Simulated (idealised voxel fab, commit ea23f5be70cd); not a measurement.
process module | voxel released beams
cross-section cut | 280 nm wide | cells 5 nm
A cross-section is a grid of square cells, given in bands from the top down. A band is one or more rows of cells.
Each band's line starts with the height of the band's top and of its bottom, in nm. Then come its materials from left to right, each with its width in nm. One material with "throughout" fills the band from edge to edge. "air" is empty space.
Height 0 is the level under which the wafer as received is all one material. The lowest band goes on downwards, as in "0 down".
A width such as "30 to 40" changes by the same amount from each row of cells to the next, from the band's top row to its bottom row.
"no change" after a step means that no cell of the cross-section changed.
closed voids: empty space of 8 cells or more with no open way to the top, each as width x height at its distance from the left edge, in nm
after a step's settings: what the simulator itself notes on the step
overlay nm, on a step with a mask: how far to the right of its planned place the mask lay; to the left if negative
plan
1 op RECEIVE | material Si
2 op CONFORMAL_DEP | material SiN | thk nm 10
3 op DIRECTIONAL_DEP | material SiO2 | thk nm 15
4 op MASKED_ETCH | tone open | mask id ANCHOR | width nm 40 | etch materials SiO2 | depth nm 15 | overlay nm 0
5 op CONFORMAL_DEP | material W | thk nm 15
6 op DIRECTIONAL_DEP | material aC | thk nm 10
7 op PATTERN | tone cover | mask id BEAM | material resist | width nm 120 | thk nm 25 | overlay nm 0
8 op DIRECTIONAL_ETCH | etch materials aC | depth nm 10
9 op STRIP | etch materials resist
10 op DIRECTIONAL_ETCH | etch materials W | depth nm 15
11 op STRIP | etch materials aC
12 op STRIP | etch materials SiO2
as received, after step 1
  0 down: Si throughout
  closed voids: none
first wafer at the end, as planned
  40 to 25: air 75 | W 20 | air 10 | W 90 | air 85
  25 to 10: air 80 | W 40 | air 160
  10 to 0: SiN throughout
  0 down: Si throughout
  closed voids: none
second wafer at the end: like start, like plan, one mistake
  30 to 15: air 75 | W 20 | air 10 | W 90 | air 85
  15 to 0: air 80 | W 40 | air 160
  0 down: Si throughout
  closed voids: none
what went wrong: step 2 was left out
at the end the second wafer has, in cells: 112 fewer of SiN
